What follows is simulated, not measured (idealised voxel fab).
process module | voxel trench capacitor
cross-section cut | 220 nm wide | cells 5 nm
A cross-section is a grid of square cells, given in bands from the top down. A band is one or more rows of cells.
Each band's line starts with the height of the band's top and of its bottom, in nm. Then come its materials from left to right, each with its width in nm. One material with "throughout" fills the band from edge to edge. "air" is empty space.
Height 0 is the level under which the wafer as received is all one material. The lowest band goes on downwards, as in "0 down".
A width such as "30 to 40" changes by the same amount from each row of cells to the next, from the band's top row to its bottom row.
"no change" after a step means that no cell of the cross-section changed.
closed voids: empty space of 8 cells or more with no open way to the top, each as width x height at its distance from the left edge, in nm
after a step's settings: what the simulator itself notes on the step
overlay nm, on a step with a mask: how far to the right of its planned place the mask lay; to the left if negative
plan
1 op RECEIVE | material Si
2 op CONFORMAL_DEP | material SiN | thk nm 10
3 op DIRECTIONAL_DEP | material aC | thk nm 15
4 op PATTERN | tone open | mask id TRENCH | material resist | width nm 15 | pitch nm 50 | thk nm 30 | overlay nm 0
5 op DIRECTIONAL_ETCH | etch materials aC | depth nm 15
6 op STRIP | etch materials resist
7 op DIRECTIONAL_ETCH | etch materials SiN | depth nm 10
8 op DIRECTIONAL_ETCH | etch materials Si | depth nm 30
9 op STRIP | etch materials aC
10 op CONFORMAL_DEP | material Al2O3 | thk nm 5
11 op FILL_DEP | material polySi | thk nm 5
12 op CMP | height nm 10
varied across the wafers: width nm of step 4. The plan shows the first wafer's value. All wafers start alike
first wafer as received, after step 1
  0 down: Si throughout
  closed voids: none
each wafer at the end: cells of each material gained (+) or lost (-) since it was received, then its closed voids
width nm 15 | +34 Al2O3 | -36 Si | +76 SiN | +14 polySi | closed voids: none
width nm 20 | +36 Al2O3 | -48 Si | +72 SiN | +28 polySi | closed voids: none
width nm 25 | +38 Al2O3 | -60 Si | +68 SiN | +42 polySi | closed voids: none
width nm 30 | +40 Al2O3 | -72 Si | +64 SiN | +56 polySi | closed voids: none
width nm 35 | +42 Al2O3 | -84 Si | +60 SiN | +70 polySi | closed voids: none
